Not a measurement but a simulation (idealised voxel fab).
The document below concerns the process module designated voxel capacitor over wiring.
Section cut is 150 nm wide and gridded with 5 nm square cells.
Cross-section layout: square cells on a grid; listed as bands, top to bottom; a band spans one or more cell rows. Band: top height; bottom height; in nm. Then, left to right: material with width in nm, for each material. "everywhere": a single material spanning edge to edge. "air": empty space. Convention: height 0 is the level below which the wafer, as received, is all one material. The lowest band does not terminate at the bottom but continues downward, represented as "0..down". Note: "30..40" means the width goes from the first number (top row of the band) to the second number (bottom row) in equal steps per row of cells. You'll sometimes find "no change occurred" written for a step, and that's the way of saying that nowhere in the cross-section did a cell change during that step. Empty spaces without an open route to the top, at least 8 cells in extent, make up the entry "Closed void entries"; each is given as width x height at distance, where the distance is measured from the left edge, and all are in nm. Where a step's line continues beyond its settings, the continuation is a remark by the simulator itself on that step. A step's line can hold "overlay nm"; with a mask on that step, the setting says how far right of the planned place the mask lay, while a negative setting says it lay to the left.
THE FOLLOWING LIST GIVES THE PLANNED PROCESS STEPS
- 1: RECEIVE, material Si
- 2: CONFORMAL_DEP, material SiO2, thk nm 15
- 3: DIRECTIONAL_DEP, material TiN, thk nm 5
- 4: DIRECTIONAL_DEP, material Ru, thk nm 15
- 5: MASKED_ETCH, tone cover, mask id METAL_1, width nm 20, pitch nm 75, etch materials Ru, depth nm 15, overlay nm 0
- 6: MASKED_ETCH, tone cover, mask id METAL_1, width nm 20, pitch nm 75, etch materials TiN, depth nm 5, overlay nm 0
- 7: FILL_DEP, material lowk, thk nm 5
- 8: CMP, height nm 35
- 9: CONFORMAL_DEP, material SiCN, thk nm 5
- 10: DIRECTIONAL_DEP, material SiO2, thk nm 10
- 11: DIRECTIONAL_DEP, material aC, thk nm 10
- 12: PATTERN, tone open, mask id PLUG_1, material resist, width nm 15, thk nm 30, overlay nm 0
- 13: DIRECTIONAL_ETCH, etch materials aC, depth nm 10
- 14: STRIP, etch materials resist
- 15: DIRECTIONAL_ETCH, etch materials SiO2, depth nm 10
- 16: DIRECTIONAL_ETCH, etch materials SiCN, depth nm 5
- 17: STRIP, etch materials aC
- 18: EPI, material Ru, thk nm 10
- 19: EPI, material Ru, thk nm 5
- 20: DIRECTIONAL_DEP, material TiN, thk nm 10
- 21: DIRECTIONAL_DEP, material Al2O3, thk nm 5
- 22: DIRECTIONAL_DEP, material TiN, thk nm 5
- 23: DIRECTIONAL_DEP, material aC, thk nm 10
- 24: PATTERN, tone cover, mask id UPPER_PLATE, material resist, width nm 60, thk nm 25, overlay nm 0
- 25: DIRECTIONAL_ETCH, etch materials aC, depth nm 10
- 26: STRIP, etch materials resist
- 27: DIRECTIONAL_ETCH, etch materials TiN, depth nm 5
- 28: DIRECTIONAL_ETCH, etch materials Al2O3, depth nm 5
- 29: STRIP, etch materials aC
- 30: DIRECTIONAL_DEP, material aC, thk nm 15
- 31: PATTERN, tone cover, mask id LOWER_PLATE, material resist, width nm 70, thk nm 30, overlay nm 0
- 32: DIRECTIONAL_ETCH, etch materials aC, depth nm 15
- 33: STRIP, etch materials resist
- 34: DIRECTIONAL_ETCH, etch materials TiN, depth nm 10
- 35: STRIP, etch materials aC
- 36: FILL_DEP, material SiO2, thk nm 20
- 37: CMP, height nm 85
- 38: MASKED_ETCH, tone open, mask id PLUG_2, width nm 15, etch materials SiO2, depth nm 15, overlay nm 0
- 39: CONFORMAL_DEP, material TiN, thk nm 5
- 40: FILL_DEP, material W, thk nm 10
- 41: CMP, height nm 85
- 42: CONFORMAL_DEP, material SiN, thk nm 5
INCOMING WAFER, CROSS-SECTIONAL VIEW, POST STEP 1
> 0..down  Si everywhere
> Closed void entries: none
MODULE COMPLETE - CROSS-SECTION OF THE FIRST OF TWO WAFERS, RUN ACCORDING TO PLAN
> 90..85  SiN everywhere
> 85..75  SiO2 40, TiN 5, W 5, TiN 5, SiO2 95
> 75..65  SiO2 40..30, TiN 15..60, SiO2 95..60
> 65..60  SiO2 30, Al2O3 60, SiO2 60
> 60..50  SiO2 25, TiN 70, SiO2 55
> 50..40  SiO2 30, Ru 15, SiO2 105
> 40..35  SiCN 30, Ru 15, SiCN 105
> 35..20  lowk 25, Ru 20, lowk 55, Ru 20, lowk 30
> 20..15  lowk 25, TiN 20, lowk 55, TiN 20, lowk 30
> 15..0  SiO2 everywhere
> 0..down  Si everywhere
> Closed void entries: none
SECOND WAFER AT THE END: LIKE START, LIKE PLAN, ONE MISTAKE
> 90..85  SiN everywhere
> 85..75  SiO2 40..30, TiN 15..25, SiO2 95
> 75..70  SiO2 30, Al2O3 25, SiO2 95
> 70..65  SiO2 25, TiN 65, SiO2 60
> 65..60  SiO2 25, TiN 30, Al2O3 35, SiO2 60
> 60..50  SiO2 20, Ru 35, TiN 40, SiO2 55
> 50..40  SiO2 30, Ru 15, SiO2 105
> 40..35  SiCN 30, Ru 15, SiCN 105
> 35..20  lowk 25, Ru 20, lowk 55, Ru 20, lowk 30
> 20..15  lowk 25, TiN 20, lowk 55, TiN 20, lowk 30
> 15..0  SiO2 everywhere
> 0..down  Si everywhere
> Closed void entries: none
What went wrong in running the wafer? it should be noted that step 18 of the plan was executed twice
Once processing is complete, comparing cell counts shows that the second wafer has more or fewer of certain materials than the first: +14 Ru, -8 SiO2, -4 TiN, -2 W
